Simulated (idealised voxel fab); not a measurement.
A process module follows: voxel double patterning.
This is section cut - it's 215 nm across, gridded in 5 nm square cells.
When this document writes out a cross-section, it uses a grid of square cells and lists it as bands, beginning at the top and moving down, with a band standing for one or more rows of cells.
It is stipulated that each band's entry specify, in nanometres, the height of the top of the band and then that of its bottom, followed by the materials of the band in left-to-right sequence, each together with its width in nanometres. A single material marked by the word "everywhere" is understood to fill the band from edge to edge; the word "empty" is understood to denote empty space.
Height 0 is the level under which the wafer as received is all one material. The lowest band goes on downwards, as in "z 0 and below".
A width given as "30->40" starts at the first number in the band's top row and ends at the second number in its bottom row, shifting by an equal amount at every step from row to row.
It should be understood that the words "remained unchanged", when stated for a given step, signify that the cross-section underwent no change in any of its cells during that step.
Empty spaces without an open route to the top, at least 8 cells in extent, make up the entry "Enclosed void entries"; each is given as width x height at distance, where the distance is measured from the left edge, and all are in nm.
Read whatever lies past the settings on a step's line as the simulator's own remark about the step.
overlay nm: step with mask; distance mask lay right of planned place; negative value = left of planned place.

-- Below is the list of planned process steps
- 1: op RECEIVE | material Si
- 2: op CONFORMAL_DEP | material SiO2 | thk nm 5
- 3: op DIRECTIONAL_DEP | material W | thk nm 20
- 4: op DIRECTIONAL_DEP | material SiCN | thk nm 5
- 5: op DIRECTIONAL_DEP | material aC | thk nm 10
- 6: op PATTERN | tone open | mask id FIRST | material resist | width nm 15 | pitch nm 50 | thk nm 25 | overlay nm 0
- 7: op DIRECTIONAL_ETCH | etch materials aC | depth nm 10
- 8: op STRIP | etch materials resist
- 9: op DIRECTIONAL_ETCH | etch materials SiCN | depth nm 5
- 10: op STRIP | etch materials aC
- 11: op MASKED_ETCH | tone open | mask id SECOND | width nm 15 | pitch nm 50 | etch materials SiCN | depth nm 5 | overlay nm 0
- 12: op DIRECTIONAL_ETCH | etch materials W | depth nm 20
- 13: op STRIP | etch materials SiCN

-- Incoming wafer in cross-section (state: after step 1)
> z 0 and below | Si everywhere
> Enclosed void entries: none

-- Wafer cross-section at end of module: start and plan as shown above, one execution error
> z 45 to 25 | W 50 | empty 15 | W 10 | empty 15 | W 10 | empty 15 | W 10 | empty 15 | W 10 | empty 15 | W 50
> z 25 to 5 | W everywhere
> z 5 to 0 | SiO2 everywhere
> z 0 and below | Si everywhere
> Enclosed void entries: none
Deviation from plan: plan step 3 was twice executed
